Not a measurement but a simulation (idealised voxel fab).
process module | voxel self aligned contacts
cross-section cut | 240 nm wide | cells 5 nm
A cross-section is a grid of square cells, given in bands from the top down. A band is one or more rows of cells.
Each band's line starts with the height of the band's top and of its bottom, in nm. Then come its materials from left to right, each with its width in nm. One material with "throughout" fills the band from edge to edge. "air" is empty space.
Height 0 is the level under which the wafer as received is all one material. The lowest band goes on downwards, as in "0 down".
A width such as "30 to 40" changes by the same amount from each row of cells to the next, from the band's top row to its bottom row.
"no change" after a step means that no cell of the cross-section changed.
closed voids: empty space of 8 cells or more with no open way to the top, each as width x height at its distance from the left edge, in nm
after a step's settings: what the simulator itself notes on the step
overlay nm, on a step with a mask: how far to the right of its planned place the mask lay; to the left if negative
Each pair below shows a cross-section before one step and the cross-section after it, down to the lowest band that changed. The line under each pair gives the step between them, with its settings. The pairs can come from different runs of this module on the same starting wafer, so a pair continues from the pair above only where its "before" says so.
before
  0 down: Si throughout
  closed voids: none
after
  0 to -5: SiO2 throughout
  below -5: unchanged
  closed voids: none
the step between: op OXIDIZE | depth nm 5
before: the cross-section after the pair above
after
  30 to 0: polySi throughout
  below 0: unchanged
  closed voids: none
the step between: op DIRECTIONAL_DEP | material polySi | thk nm 30
before: the cross-section after the pair above
after
  50 to 30: SiN throughout
  below 30: unchanged
  closed voids: none
the step between: op DIRECTIONAL_DEP | material SiN | thk nm 20
before: the cross-section after the pair above
after
  60 to 50: aC throughout
  below 50: unchanged
  closed voids: none
the step between: op DIRECTIONAL_DEP | material aC | thk nm 10
before: the cross-section after the pair above
after
  90 to 60: air 75 | resist 25 | air 40 | resist 25 | air 75
  below 60: unchanged
  closed voids: none
the step between: op PATTERN | tone cover | mask id GATE | material resist | width nm 25 | pitch nm 65 | thk nm 30 | overlay nm 0
before: the cross-section after the pair above
after
  80 to 60: air 75 | resist 25 | air 40 | resist 25 | air 75
  60 to 50: air 75 | aC 25 | air 40 | aC 25 | air 75
  below 50: unchanged
  closed voids: none
the step between: op DIRECTIONAL_ETCH | etch materials aC | depth nm 10
before: the cross-section after the pair above
after
  60 to 50: air 75 | aC 25 | air 40 | aC 25 | air 75
  below 50: unchanged
  closed voids: none
the step between: op STRIP | etch materials resist
before: the cross-section after the pair above
after
  60 to 50: air 75 | aC 25 | air 40 | aC 25 | air 75
  50 to 30: air 75 | SiN 25 | air 40 | SiN 25 | air 75
  below 30: unchanged
  closed voids: none
the step between: op DIRECTIONAL_ETCH | etch materials SiN | depth nm 20
before: the cross-section after the pair above
after
  60 to 50: air 75 | aC 25 | air 40 | aC 25 | air 75
  50 to 30: air 75 | SiN 25 | air 40 | SiN 25 | air 75
  30 to 0: air 75 | polySi 25 | air 40 | polySi 25 | air 75
  below 0: unchanged
  closed voids: none
the step between: op DIRECTIONAL_ETCH | etch materials polySi | depth nm 30
before: the cross-section after the pair above
after
  50 to 30: air 75 | SiN 25 | air 40 | SiN 25 | air 75
  below 30: unchanged
  closed voids: none
the step between: op STRIP | etch materials aC
before: the cross-section after the pair above
after
  60 to 30: air 65 | SiN 45 | air 20 | SiN 45 | air 65
  30 to 10: air 65 | SiN 10 | polySi 25 | SiN 10 | air 20 | SiN 10 | polySi 25 | SiN 10 | air 65
  10 to 0: SiN 75 | polySi 25 | SiN 40 | polySi 25 | SiN 75
  below 0: unchanged
  closed voids: none
the step between: op CONFORMAL_DEP | material SiN | thk nm 10
before: the cross-section after the pair above
after
  50 to 30: air 65 | SiN 45 | air 20 | SiN 45 | air 65
  30 to 0: air 65 | SiN 10 | polySi 25 | SiN 10 | air 20 | SiN 10 | polySi 25 | SiN 10 | air 65
  below 0: unchanged
  closed voids: none
the step between: op DIRECTIONAL_ETCH | etch materials SiN | depth nm 10
before: the cross-section after the pair above
after
  65 to 50: SiO2 throughout
  50 to 30: SiO2 65 | SiN 45 | SiO2 20 | SiN 45 | SiO2 65
  30 to 0: SiO2 65 | SiN 10 | polySi 25 | SiN 10 | SiO2 20 | SiN 10 | polySi 25 | SiN 10 | SiO2 65
  below 0: unchanged
  closed voids: none
the step between: op FILL_DEP | material SiO2 | thk nm 15
before: the cross-section after the pair above
after
  60 to 50: SiO2 throughout
  below 50: unchanged
  closed voids: none
the step between: op CMP | height nm 60
before: the cross-section after the pair above
after
  70 to 60: aC throughout
  below 60: unchanged
  closed voids: none
the step between: op DIRECTIONAL_DEP | material aC | thk nm 10
before: the cross-section after the pair above
after
  95 to 70: resist 95 | air 50 | resist 95
  below 70: unchanged
  closed voids: none
the step between: op PATTERN | tone open | mask id CONTACT | material resist | width nm 50 | thk nm 25 | overlay nm 0
before: the cross-section after the pair above
after
  85 to 70: resist 95 | air 50 | resist 95
  70 to 60: aC 95 | air 50 | aC 95
  below 60: unchanged
  closed voids: none
the step between: op DIRECTIONAL_ETCH | etch materials aC | depth nm 10
before: the cross-section after the pair above
after
  70 to 60: aC 95 | air 50 | aC 95
  below 60: unchanged
  closed voids: none
the step between: op STRIP | etch materials resist
before: the cross-section after the pair above
after
  70 to 60: aC 95 | air 50 | aC 95
  60 to 50: SiO2 95 | air 50 | SiO2 95
  50 to 30: SiO2 65 | SiN 45 | air 20 | SiN 45 | SiO2 65
  30 to 0: SiO2 65 | SiN 10 | polySi 25 | SiN 10 | air 20 | SiN 10 | polySi 25 | SiN 10 | SiO2 65
  0 to -5: SiO2 110 | air 20 | SiO2 110
  below -5: unchanged
  closed voids: none
the step between: op DIRECTIONAL_ETCH | etch materials SiO2 | depth nm 65
before: the cross-section after the pair above
after
  60 to 50: SiO2 95 | air 50 | SiO2 95
  below 50: unchanged
  closed voids: none
the step between: op STRIP | etch materials aC
before: the cross-section after the pair above
after
  65 to 60: TiN 100 | air 40 | TiN 100
  60 to 50: SiO2 95 | TiN 5 to 20 | air 40 to 10 | TiN 5 to 20 | SiO2 95
  50 to 30: SiO2 65 | SiN 45 | TiN 5 | air 10 | TiN 5 | SiN 45 | SiO2 65
  30 to 0: SiO2 65 | SiN 10 | polySi 25 | SiN 10 | TiN 5 | air 10 | TiN 5 | SiN 10 | polySi 25 | SiN 10 | SiO2 65
  0 to -5: SiO2 110 | TiN 20 | SiO2 110
  below -5: unchanged
  closed voids: none
the step between: op CONFORMAL_DEP | material TiN | thk nm 5
before: the cross-section after the pair above
after
  70 to 65: W throughout
  65 to 60: TiN 100 | W 40 | TiN 100
  60 to 50: SiO2 95 | TiN 5 to 20 | W 40 to 10 | TiN 5 to 20 | SiO2 95
  50 to 30: SiO2 65 | SiN 45 | TiN 5 | W 10 | TiN 5 | SiN 45 | SiO2 65
  30 to 0: SiO2 65 | SiN 10 | polySi 25 | SiN 10 | TiN 5 | W 10 | TiN 5 | SiN 10 | polySi 25 | SiN 10 | SiO2 65
  below 0: unchanged
  closed voids: none
the step between: op FILL_DEP | material W | thk nm 5
before: the cross-section after the pair above
after
  60 to 50: SiO2 95 | TiN 5 to 20 | W 40 to 10 | TiN 5 to 20 | SiO2 95
  below 50: unchanged
  closed voids: none
the step between: op CMP | height nm 60
before: the cross-section after the pair above
after
  65 to 60: SiN throughout
  below 60: unchanged
  closed voids: none
the step between: op CONFORMAL_DEP | material SiN | thk nm 5
before
  0 down: Si throughout
  closed voids: none
after
  30 to 0: polySi throughout
  below 0: unchanged
  closed voids: none
the step between: op DIRECTIONAL_DEP | material polySi | thk nm 30
before: the cross-section after the pair above
after
  50 to 30: SiN throughout
  below 30: unchanged
  closed voids: none
the step between: op DIRECTIONAL_DEP | material SiN | thk nm 20
before: the cross-section after the pair above
after
  60 to 50: aC throughout
  below 50: unchanged
  closed voids: none
the step between: op DIRECTIONAL_DEP | material aC | thk nm 10
before: the cross-section after the pair above
after
  90 to 60: air 75 | resist 25 | air 40 | resist 25 | air 75
  below 60: unchanged
  closed voids: none
the step between: op PATTERN | tone cover | mask id GATE | material resist | width nm 25 | pitch nm 65 | thk nm 30 | overlay nm 0
before: the cross-section after the pair above
after
  80 to 60: air 75 | resist 25 | air 40 | resist 25 | air 75
  60 to 50: air 75 | aC 25 | air 40 | aC 25 | air 75
  below 50: unchanged
  closed voids: none
the step between: op DIRECTIONAL_ETCH | etch materials aC | depth nm 10
before: the cross-section after the pair above
after
  60 to 50: air 75 | aC 25 | air 40 | aC 25 | air 75
  below 50: unchanged
  closed voids: none
the step between: op STRIP | etch materials resist
before: the cross-section after the pair above
after
  60 to 50: air 75 | aC 25 | air 40 | aC 25 | air 75
  50 to 30: air 75 | SiN 25 | air 40 | SiN 25 | air 75
  below 30: unchanged
  closed voids: none
the step between: op DIRECTIONAL_ETCH | etch materials SiN | depth nm 20
before: the cross-section after the pair above
after
  60 to 50: air 75 | aC 25 | air 40 | aC 25 | air 75
  50 to 30: air 75 | SiN 25 | air 40 | SiN 25 | air 75
  30 to 0: air 75 | polySi 25 | air 40 | polySi 25 | air 75
  below 0: unchanged
  closed voids: none
the step between: op DIRECTIONAL_ETCH | etch materials polySi | depth nm 30
before: the cross-section after the pair above
after
  50 to 30: air 75 | SiN 25 | air 40 | SiN 25 | air 75
  below 30: unchanged
  closed voids: none
the step between: op STRIP | etch materials aC
before: the cross-section after the pair above
after
  60 to 30: air 65 | SiN 45 | air 20 | SiN 45 | air 65
  30 to 10: air 65 | SiN 10 | polySi 25 | SiN 10 | air 20 | SiN 10 | polySi 25 | SiN 10 | air 65
  10 to 0: SiN 75 | polySi 25 | SiN 40 | polySi 25 | SiN 75
  below 0: unchanged
  closed voids: none
the step between: op CONFORMAL_DEP | material SiN | thk nm 10
before: the cross-section after the pair above
after
  50 to 30: air 65 | SiN 45 | air 20 | SiN 45 | air 65
  30 to 0: air 65 | SiN 10 | polySi 25 | SiN 10 | air 20 | SiN 10 | polySi 25 | SiN 10 | air 65
  below 0: unchanged
  closed voids: none
the step between: op DIRECTIONAL_ETCH | etch materials SiN | depth nm 10
before: the cross-section after the pair above
after
  65 to 50: SiO2 throughout
  50 to 30: SiO2 65 | SiN 45 | SiO2 20 | SiN 45 | SiO2 65
  30 to 0: SiO2 65 | SiN 10 | polySi 25 | SiN 10 | SiO2 20 | SiN 10 | polySi 25 | SiN 10 | SiO2 65
  below 0: unchanged
  closed voids: none
the step between: op FILL_DEP | material SiO2 | thk nm 15
before: the cross-section after the pair above
after
  60 to 50: SiO2 throughout
  below 50: unchanged
  closed voids: none
the step between: op CMP | height nm 60
before: the cross-section after the pair above
after
  70 to 60: aC throughout
  below 60: unchanged
  closed voids: none
the step between: op DIRECTIONAL_DEP | material aC | thk nm 10
before: the cross-section after the pair above
after
  95 to 70: resist 95 | air 50 | resist 95
  below 70: unchanged
  closed voids: none
the step between: op PATTERN | tone open | mask id CONTACT | material resist | width nm 50 | thk nm 25 | overlay nm 0
before: the cross-section after the pair above
after
  85 to 70: resist 95 | air 50 | resist 95
  70 to 60: aC 95 | air 50 | aC 95
  below 60: unchanged
  closed voids: none
the step between: op DIRECTIONAL_ETCH | etch materials aC | depth nm 10
before: the cross-section after the pair above
after
  70 to 60: aC 95 | air 50 | aC 95
  below 60: unchanged
  closed voids: none
the step between: op STRIP | etch materials resist
before: the cross-section after the pair above
after
  70 to 60: aC 95 | air 50 | aC 95
  60 to 50: SiO2 95 | air 50 | SiO2 95
  50 to 30: SiO2 65 | SiN 45 | air 20 | SiN 45 | SiO2 65
  30 to 0: SiO2 65 | SiN 10 | polySi 25 | SiN 10 | air 20 | SiN 10 | polySi 25 | SiN 10 | SiO2 65
  below 0: unchanged
  closed voids: none
the step between: op DIRECTIONAL_ETCH | etch materials SiO2 | depth nm 65
before: the cross-section after the pair above
after
  60 to 50: SiO2 95 | air 50 | SiO2 95
  below 50: unchanged
  closed voids: none
the step between: op STRIP | etch materials aC
before: the cross-section after the pair above
after
  65 to 60: TiN 100 | air 40 | TiN 100
  60 to 50: SiO2 95 | TiN 5 to 20 | air 40 to 10 | TiN 5 to 20 | SiO2 95
  50 to 30: SiO2 65 | SiN 45 | TiN 5 | air 10 | TiN 5 | SiN 45 | SiO2 65
  30 to 5: SiO2 65 | SiN 10 | polySi 25 | SiN 10 | TiN 5 | air 10 | TiN 5 | SiN 10 | polySi 25 | SiN 10 | SiO2 65
  5 to 0: SiO2 65 | SiN 10 | polySi 25 | SiN 10 | TiN 20 | SiN 10 | polySi 25 | SiN 10 | SiO2 65
  below 0: unchanged
  closed voids: none
the step between: op CONFORMAL_DEP | material TiN | thk nm 5
before: the cross-section after the pair above
after
  70 to 65: W throughout
  65 to 60: TiN 100 | W 40 | TiN 100
  60 to 50: SiO2 95 | TiN 5 to 20 | W 40 to 10 | TiN 5 to 20 | SiO2 95
  50 to 30: SiO2 65 | SiN 45 | TiN 5 | W 10 | TiN 5 | SiN 45 | SiO2 65
  30 to 5: SiO2 65 | SiN 10 | polySi 25 | SiN 10 | TiN 5 | W 10 | TiN 5 | SiN 10 | polySi 25 | SiN 10 | SiO2 65
  below 5: unchanged
  closed voids: none
the step between: op FILL_DEP | material W | thk nm 5
before: the cross-section after the pair above
after
  60 to 50: SiO2 95 | TiN 5 to 20 | W 40 to 10 | TiN 5 to 20 | SiO2 95
  below 50: unchanged
  closed voids: none
the step between: op CMP | height nm 60
before: the cross-section after the pair above
after
  65 to 60: SiN throughout
  below 60: unchanged
  closed voids: none
the step between: op CONFORMAL_DEP | material SiN | thk nm 5
before
  50 to 30: SiN throughout
  30 to 0: polySi throughout
  0 to -5: SiO2 throughout
  -5 down: Si throughout
  closed voids: none
after
  70 to 30: SiN throughout
  below 30: unchanged
  closed voids: none
the step between: op DIRECTIONAL_DEP | material SiN | thk nm 20
before: the cross-section after the pair above
after
  80 to 70: aC throughout
  below 70: unchanged
  closed voids: none
the step between: op DIRECTIONAL_DEP | material aC | thk nm 10
before: the cross-section after the pair above
after
  110 to 80: air 75 | resist 25 | air 40 | resist 25 | air 75
  below 80: unchanged
  closed voids: none
the step between: op PATTERN | tone cover | mask id GATE | material resist | width nm 25 | pitch nm 65 | thk nm 30 | overlay nm 0
before: the cross-section after the pair above
after
  100 to 80: air 75 | resist 25 | air 40 | resist 25 | air 75
  80 to 70: air 75 | aC 25 | air 40 | aC 25 | air 75
  below 70: unchanged
  closed voids: none
the step between: op DIRECTIONAL_ETCH | etch materials aC | depth nm 10
before: the cross-section after the pair above
after
  80 to 70: air 75 | aC 25 | air 40 | aC 25 | air 75
  below 70: unchanged
  closed voids: none
the step between: op STRIP | etch materials resist
before: the cross-section after the pair above
after
  80 to 70: air 75 | aC 25 | air 40 | aC 25 | air 75
  70 to 50: air 75 | SiN 25 | air 40 | SiN 25 | air 75
  below 50: unchanged
  closed voids: none
the step between: op DIRECTIONAL_ETCH | etch materials SiN | depth nm 20
before: the cross-section after the pair above
after
  70 to 50: air 75 | SiN 25 | air 40 | SiN 25 | air 75
  below 50: unchanged
  closed voids: none
the step between: op STRIP | etch materials aC
before: the cross-section after the pair above
after
  80 to 60: air 65 | SiN 45 | air 20 | SiN 45 | air 65
  60 to 30: SiN throughout
  below 30: unchanged
  closed voids: none
the step between: op CONFORMAL_DEP | material SiN | thk nm 10
before: the cross-section after the pair above
after
  70 to 50: air 65 | SiN 45 | air 20 | SiN 45 | air 65
  below 50: unchanged
  closed voids: none
the step between: op DIRECTIONAL_ETCH | etch materials SiN | depth nm 10
before: the cross-section after the pair above
after
  85 to 70: SiO2 throughout
  70 to 50: SiO2 65 | SiN 45 | SiO2 20 | SiN 45 | SiO2 65
  below 50: unchanged
  closed voids: none
the step between: op FILL_DEP | material SiO2 | thk nm 15
before: the cross-section after the pair above
after
  60 to 50: SiO2 65 | SiN 45 | SiO2 20 | SiN 45 | SiO2 65
  below 50: unchanged
  closed voids: none
the step between: op CMP | height nm 60
before: the cross-section after the pair above
after
  70 to 60: aC throughout
  below 60: unchanged
  closed voids: none
the step between: op DIRECTIONAL_DEP | material aC | thk nm 10
before: the cross-section after the pair above
after
  95 to 70: resist 95 | air 50 | resist 95
  below 70: unchanged
  closed voids: none
the step between: op PATTERN | tone open | mask id CONTACT | material resist | width nm 50 | thk nm 25 | overlay nm 0
before: the cross-section after the pair above
after
  85 to 70: resist 95 | air 50 | resist 95
  70 to 60: aC 95 | air 50 | aC 95
  below 60: unchanged
  closed voids: none
the step between: op DIRECTIONAL_ETCH | etch materials aC | depth nm 10
before: the cross-section after the pair above
after
  70 to 60: aC 95 | air 50 | aC 95
  below 60: unchanged
  closed voids: none
the step between: op STRIP | etch materials resist
before: the cross-section after the pair above
after
  70 to 60: aC 95 | air 50 | aC 95
  60 to 50: SiO2 65 | SiN 45 | air 20 | SiN 45 | SiO2 65
  below 50: unchanged
  closed voids: none
the step between: op DIRECTIONAL_ETCH | etch materials SiO2 | depth nm 65
before: the cross-section after the pair above
after
  60 to 50: SiO2 65 | SiN 45 | air 20 | SiN 45 | SiO2 65
  below 50: unchanged
  closed voids: none
the step between: op STRIP | etch materials aC
before: the cross-section after the pair above
after
  65 to 60: TiN 115 | air 10 | TiN 115
  60 to 55: SiO2 65 | SiN 45 | TiN 5 | air 10 | TiN 5 | SiN 45 | SiO2 65
  55 to 50: SiO2 65 | SiN 45 | TiN 20 | SiN 45 | SiO2 65
  below 50: unchanged
  closed voids: none
the step between: op CONFORMAL_DEP | material TiN | thk nm 5
before: the cross-section after the pair above
after
  70 to 65: W throughout
  65 to 60: TiN 115 | W 10 | TiN 115
  60 to 55: SiO2 65 | SiN 45 | TiN 5 | W 10 | TiN 5 | SiN 45 | SiO2 65
  below 55: unchanged
  closed voids: none
the step between: op FILL_DEP | material W | thk nm 5
before: the cross-section after the pair above
after
  60 to 55: SiO2 65 | SiN 45 | TiN 5 | W 10 | TiN 5 | SiN 45 | SiO2 65
  below 55: unchanged
  closed voids: none
the step between: op CMP | height nm 60
before: the cross-section after the pair above
after
  65 to 60: SiN throughout
  below 60: unchanged
  closed voids: none
the step between: op CONFORMAL_DEP | material SiN | thk nm 5
before
  50 to 30: air 75 | SiN 25 | air 40 | SiN 25 | air 75
  30 to 0: air 75 | polySi 25 | air 40 | polySi 25 | air 75
  0 to -5: SiO2 throughout
  -5 down: Si throughout
  closed voids: none
after
  40 to 30: air 75 | SiN 25 | air 40 | SiN 25 | air 75
  below 30: unchanged
  closed voids: none
the step between: op DIRECTIONAL_ETCH | etch materials SiN | depth nm 10
before: the cross-section after the pair above
after
  50 to 30: air 65 | SiN 45 | air 20 | SiN 45 | air 65
  30 to 10: air 65 | SiN 10 | polySi 25 | SiN 10 | air 20 | SiN 10 | polySi 25 | SiN 10 | air 65
  10 to 0: SiN 75 | polySi 25 | SiN 40 | polySi 25 | SiN 75
  below 0: unchanged
  closed voids: none
the step between: op CONFORMAL_DEP | material SiN | thk nm 10
before: the cross-section after the pair above
after
  65 to 50: SiO2 throughout
  50 to 30: SiO2 65 | SiN 45 | SiO2 20 | SiN 45 | SiO2 65
  30 to 10: SiO2 65 | SiN 10 | polySi 25 | SiN 10 | SiO2 20 | SiN 10 | polySi 25 | SiN 10 | SiO2 65
  below 10: unchanged
  closed voids: none
the step between: op FILL_DEP | material SiO2 | thk nm 15
before: the cross-section after the pair above
after
  60 to 50: SiO2 throughout
  below 50: unchanged
  closed voids: none
the step between: op CMP | height nm 60
before: the cross-section after the pair above
after
  70 to 60: aC throughout
  below 60: unchanged
  closed voids: none
the step between: op DIRECTIONAL_DEP | material aC | thk nm 10
before: the cross-section after the pair above
after
  95 to 70: resist 95 | air 50 | resist 95
  below 70: unchanged
  closed voids: none
the step between: op PATTERN | tone open | mask id CONTACT | material resist | width nm 50 | thk nm 25 | overlay nm 0
before: the cross-section after the pair above
after
  85 to 70: resist 95 | air 50 | resist 95
  70 to 60: aC 95 | air 50 | aC 95
  below 60: unchanged
  closed voids: none
the step between: op DIRECTIONAL_ETCH | etch materials aC | depth nm 10
before: the cross-section after the pair above
after
  70 to 60: aC 95 | air 50 | aC 95
  below 60: unchanged
  closed voids: none
the step between: op STRIP | etch materials resist
before: the cross-section after the pair above
after
  70 to 60: aC 95 | air 50 | aC 95
  60 to 50: SiO2 95 | air 50 | SiO2 95
  50 to 30: SiO2 65 | SiN 45 | air 20 | SiN 45 | SiO2 65
  30 to 10: SiO2 65 | SiN 10 | polySi 25 | SiN 10 | air 20 | SiN 10 | polySi 25 | SiN 10 | SiO2 65
  below 10: unchanged
  closed voids: none
the step between: op DIRECTIONAL_ETCH | etch materials SiO2 | depth nm 65
before: the cross-section after the pair above
after
  60 to 50: SiO2 95 | air 50 | SiO2 95
  below 50: unchanged
  closed voids: none
the step between: op STRIP | etch materials aC
before: the cross-section after the pair above
after
  65 to 60: TiN 100 | air 40 | TiN 100
  60 to 50: SiO2 95 | TiN 5 to 20 | air 40 to 10 | TiN 5 to 20 | SiO2 95
  50 to 30: SiO2 65 | SiN 45 | TiN 5 | air 10 | TiN 5 | SiN 45 | SiO2 65
  30 to 15: SiO2 65 | SiN 10 | polySi 25 | SiN 10 | TiN 5 | air 10 | TiN 5 | SiN 10 | polySi 25 | SiN 10 | SiO2 65
  15 to 10: SiO2 65 | SiN 10 | polySi 25 | SiN 10 | TiN 20 | SiN 10 | polySi 25 | SiN 10 | SiO2 65
  below 10: unchanged
  closed voids: none
the step between: op CONFORMAL_DEP | material TiN | thk nm 5
before: the cross-section after the pair above
after
  70 to 65: W throughout
  65 to 60: TiN 100 | W 40 | TiN 100
  60 to 50: SiO2 95 | TiN 5 to 20 | W 40 to 10 | TiN 5 to 20 | SiO2 95
  50 to 30: SiO2 65 | SiN 45 | TiN 5 | W 10 | TiN 5 | SiN 45 | SiO2 65
  30 to 15: SiO2 65 | SiN 10 | polySi 25 | SiN 10 | TiN 5 | W 10 | TiN 5 | SiN 10 | polySi 25 | SiN 10 | SiO2 65
  below 15: unchanged
  closed voids: none
the step between: op FILL_DEP | material W | thk nm 5
before: the cross-section after the pair above
after
  60 to 50: SiO2 95 | TiN 5 to 20 | W 40 to 10 | TiN 5 to 20 | SiO2 95
  below 50: unchanged
  closed voids: none
the step between: op CMP | height nm 60
before: the cross-section after the pair above
after
  65 to 60: SiN throughout
  below 60: unchanged
  closed voids: none
the step between: op CONFORMAL_DEP | material SiN | thk nm 5
before
  50 to 30: air 75 | SiN 25 | air 40 | SiN 25 | air 75
  30 to 0: air 75 | polySi 25 | air 40 | polySi 25 | air 75
  0 to -5: SiO2 throughout
  -5 down: Si throughout
  closed voids: none
after
  55 to 30: air 70 | SiN 35 | air 30 | SiN 35 | air 70
  30 to 5: air 70 | SiN 5 | polySi 25 | SiN 5 | air 30 | SiN 5 | polySi 25 | SiN 5 | air 70
  5 to 0: SiN 75 | polySi 25 | SiN 40 | polySi 25 | SiN 75
  below 0: unchanged
  closed voids: none
the step between: op CONFORMAL_DEP | material SiN | thk nm 5
before: the cross-section after the pair above
after
  45 to 30: air 70 | SiN 35 | air 30 | SiN 35 | air 70
  30 to 0: air 70 | SiN 5 | polySi 25 | SiN 5 | air 30 | SiN 5 | polySi 25 | SiN 5 | air 70
  below 0: unchanged
  closed voids: none
the step between: op DIRECTIONAL_ETCH | etch materials SiN | depth nm 10
before: the cross-section after the pair above
after
  60 to 45: SiO2 throughout
  45 to 30: SiO2 70 | SiN 35 | SiO2 30 | SiN 35 | SiO2 70
  30 to 0: SiO2 70 | SiN 5 | polySi 25 | SiN 5 | SiO2 30 | SiN 5 | polySi 25 | SiN 5 | SiO2 70
  below 0: unchanged
  closed voids: none
the step between: op FILL_DEP | material SiO2 | thk nm 15
before: the cross-section after the pair above
after
  70 to 60: aC throughout
  below 60: unchanged
  closed voids: none
the step between: op DIRECTIONAL_DEP | material aC | thk nm 10
before: the cross-section after the pair above
after
  95 to 70: resist 95 | air 50 | resist 95
  below 70: unchanged
  closed voids: none
the step between: op PATTERN | tone open | mask id CONTACT | material resist | width nm 50 | thk nm 25 | overlay nm 0
before: the cross-section after the pair above
after
  85 to 70: resist 95 | air 50 | resist 95
  70 to 60: aC 95 | air 50 | aC 95
  below 60: unchanged
  closed voids: none
the step between: op DIRECTIONAL_ETCH | etch materials aC | depth nm 10
before: the cross-section after the pair above
after
  70 to 60: aC 95 | air 50 | aC 95
  below 60: unchanged
  closed voids: none
the step between: op STRIP | etch materials resist
before: the cross-section after the pair above
after
  70 to 60: aC 95 | air 50 | aC 95
  60 to 45: SiO2 95 | air 50 | SiO2 95
  45 to 30: SiO2 70 | SiN 35 | air 30 | SiN 35 | SiO2 70
  30 to 0: SiO2 70 | SiN 5 | polySi 25 | SiN 5 | air 30 | SiN 5 | polySi 25 | SiN 5 | SiO2 70
  0 to -5: SiO2 105 | air 30 | SiO2 105
  below -5: unchanged
  closed voids: none
the step between: op DIRECTIONAL_ETCH | etch materials SiO2 | depth nm 65
before: the cross-section after the pair above
after
  60 to 45: SiO2 95 | air 50 | SiO2 95
  below 45: unchanged
  closed voids: none
the step between: op STRIP | etch materials aC
before: the cross-section after the pair above
after
  65 to 60: TiN 100 | air 40 | TiN 100
  60 to 50: SiO2 95 | TiN 5 | air 40 | TiN 5 | SiO2 95
  50 to 45: SiO2 95 | TiN 15 | air 20 | TiN 15 | SiO2 95
  45 to 30: SiO2 70 | SiN 35 | TiN 5 | air 20 | TiN 5 | SiN 35 | SiO2 70
  30 to 0: SiO2 70 | SiN 5 | polySi 25 | SiN 5 | TiN 5 | air 20 | TiN 5 | SiN 5 | polySi 25 | SiN 5 | SiO2 70
  0 to -5: SiO2 105 | TiN 30 | SiO2 105
  below -5: unchanged
  closed voids: none
the step between: op CONFORMAL_DEP | material TiN | thk nm 5
before: the cross-section after the pair above
after
  70 to 65: W throughout
  65 to 60: TiN 100 | W 40 | TiN 100
  60 to 50: SiO2 95 | TiN 5 | W 40 | TiN 5 | SiO2 95
  50 to 45: SiO2 95 | TiN 15 | W 20 | TiN 15 | SiO2 95
  45 to 30: SiO2 70 | SiN 35 | TiN 5 | W 20 | TiN 5 | SiN 35 | SiO2 70
  30 to 0: SiO2 70 | SiN 5 | polySi 25 | SiN 5 | TiN 5 | W 20 | TiN 5 | SiN 5 | polySi 25 | SiN 5 | SiO2 70
  below 0: unchanged
  closed voids: none
the step between: op FILL_DEP | material W | thk nm 5
before: the cross-section after the pair above
after
  60 to 50: SiO2 95 | TiN 5 | W 40 | TiN 5 | SiO2 95
  below 50: unchanged
  closed voids: none
the step between: op CMP | height nm 60
before: the cross-section after the pair above
after
  65 to 60: SiN throughout
  below 60: unchanged
  closed voids: none
the step between: op CONFORMAL_DEP | material SiN | thk nm 5
before
  60 to 50: aC throughout
  50 to 30: SiN throughout
  30 to 0: polySi throughout
  0 to -5: SiO2 throughout
  -5 down: Si throughout
  closed voids: none
after
  90 to 60: air 70 | resist 35 | air 30 | resist 35 | air 70
  below 60: unchanged
  closed voids: none
the step between: op PATTERN | tone cover | mask id GATE | material resist | width nm 35 | pitch nm 65 | thk nm 30 | overlay nm 0
before: the cross-section after the pair above
after
  80 to 60: air 70 | resist 35 | air 30 | resist 35 | air 70
  60 to 50: air 70 | aC 35 | air 30 | aC 35 | air 70
  below 50: unchanged
  closed voids: none
the step between: op DIRECTIONAL_ETCH | etch materials aC | depth nm 10
before: the cross-section after the pair above
after
  60 to 50: air 70 | aC 35 | air 30 | aC 35 | air 70
  below 50: unchanged
  closed voids: none
the step between: op STRIP | etch materials resist
before: the cross-section after the pair above
after
  60 to 50: air 70 | aC 35 | air 30 | aC 35 | air 70
  50 to 30: air 70 | SiN 35 | air 30 | SiN 35 | air 70
  below 30: unchanged
  closed voids: none
the step between: op DIRECTIONAL_ETCH | etch materials SiN | depth nm 20
before: the cross-section after the pair above
after
  60 to 50: air 70 | aC 35 | air 30 | aC 35 | air 70
  50 to 30: air 70 | SiN 35 | air 30 | SiN 35 | air 70
  30 to 0: air 70 | polySi 35 | air 30 | polySi 35 | air 70
  below 0: unchanged
  closed voids: none
the step between: op DIRECTIONAL_ETCH | etch materials polySi | depth nm 30
before: the cross-section after the pair above
after
  50 to 30: air 70 | SiN 35 | air 30 | SiN 35 | air 70
  below 30: unchanged
  closed voids: none
the step between: op STRIP | etch materials aC
before: the cross-section after the pair above
after
  60 to 30: air 60 | SiN 55 | air 10 | SiN 55 | air 60
  30 to 10: air 60 | SiN 10 | polySi 35 | SiN 10 | air 10 | SiN 10 | polySi 35 | SiN 10 | air 60
  10 to 0: SiN 70 | polySi 35 | SiN 30 | polySi 35 | SiN 70
  below 0: unchanged
  closed voids: none
the step between: op CONFORMAL_DEP | material SiN | thk nm 10
before: the cross-section after the pair above
after
  50 to 30: air 60 | SiN 55 | air 10 | SiN 55 | air 60
  30 to 0: air 60 | SiN 10 | polySi 35 | SiN 10 | air 10 | SiN 10 | polySi 35 | SiN 10 | air 60
  below 0: unchanged
  closed voids: none
the step between: op DIRECTIONAL_ETCH | etch materials SiN | depth nm 10
before: the cross-section after the pair above
after
  65 to 50: SiO2 throughout
  50 to 30: SiO2 60 | SiN 55 | SiO2 10 | SiN 55 | SiO2 60
  30 to 0: SiO2 60 | SiN 10 | polySi 35 | SiN 10 | SiO2 10 | SiN 10 | polySi 35 | SiN 10 | SiO2 60
  below 0: unchanged
  closed voids: none
the step between: op FILL_DEP | material SiO2 | thk nm 15
before: the cross-section after the pair above
after
  60 to 50: SiO2 throughout
  below 50: unchanged
  closed voids: none
the step between: op CMP | height nm 60
before: the cross-section after the pair above
after
  70 to 60: aC throughout
  below 60: unchanged
  closed voids: none
the step between: op DIRECTIONAL_DEP | material aC | thk nm 10
before: the cross-section after the pair above
after
  95 to 70: resist 95 | air 50 | resist 95
  below 70: unchanged
  closed voids: none
the step between: op PATTERN | tone open | mask id CONTACT | material resist | width nm 50 | thk nm 25 | overlay nm 0
before: the cross-section after the pair above
after
  85 to 70: resist 95 | air 50 | resist 95
  70 to 60: aC 95 | air 50 | aC 95
  below 60: unchanged
  closed voids: none
the step between: op DIRECTIONAL_ETCH | etch materials aC | depth nm 10
before: the cross-section after the pair above
after
  70 to 60: aC 95 | air 50 | aC 95
  below 60: unchanged
  closed voids: none
the step between: op STRIP | etch materials resist
